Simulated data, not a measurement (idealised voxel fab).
process module | voxel lift off
cross-section cut | 245 nm wide | cells 5 nm
A cross-section is a grid of square cells, given in bands from the top down. A band is one or more rows of cells.
Each band's line starts with the height of the band's top and of its bottom, in nm. Then come its materials from left to right, each with its width in nm. One material with "throughout" fills the band from edge to edge. "air" is empty space.
Height 0 is the level under which the wafer as received is all one material. The lowest band goes on downwards, as in "0 down".
A width such as "30 to 40" changes by the same amount from each row of cells to the next, from the band's top row to its bottom row.
"no change" after a step means that no cell of the cross-section changed.
closed voids: empty space of 8 cells or more with no open way to the top, each as width x height at its distance from the left edge, in nm
after a step's settings: what the simulator itself notes on the step
overlay nm, on a step with a mask: how far to the right of its planned place the mask lay; to the left if negative
plan
1 op RECEIVE | material Si
2 op CONFORMAL_DEP | material Al2O3 | thk nm 5
3 op PATTERN | tone open | mask id LINES | material resist | width nm 25 | pitch nm 45 | thk nm 20 | overlay nm 0
4 op DIRECTIONAL_DEP | material Ru | thk nm 5
5 op STRIP | etch materials resist
6 op CONFORMAL_DEP | material SiO2 | thk nm 10
as received, after step 1
  0 down: Si throughout
  closed voids: none
first wafer at the end, as planned
  20 to 15: air 30 | SiO2 180 | air 35
  15 to 10: SiO2 throughout
  10 to 5: SiO2 40 | Ru 25 | SiO2 20 | Ru 25 | SiO2 20 | Ru 25 | SiO2 20 | Ru 25 | SiO2 45
  5 to 0: Al2O3 throughout
  0 down: Si throughout
  closed voids: none
second wafer at the end: like start, like plan, one mistake
  20 to 15: air 25 | SiO2 180 | air 40
  15 to 10: SiO2 throughout
  10 to 5: SiO2 35 | Ru 25 | SiO2 20 | Ru 25 | SiO2 20 | Ru 25 | SiO2 20 | Ru 25 | SiO2 50
  5 to 0: Al2O3 throughout
  0 down: Si throughout
  closed voids: none
what went wrong: step 3 ran as: op PATTERN | tone open | mask id LINES | material resist | width nm 25 | pitch nm 45 | thk nm 20 | overlay nm -5
at the end the second wafer has, in cells: as many of each material as the first, in other places
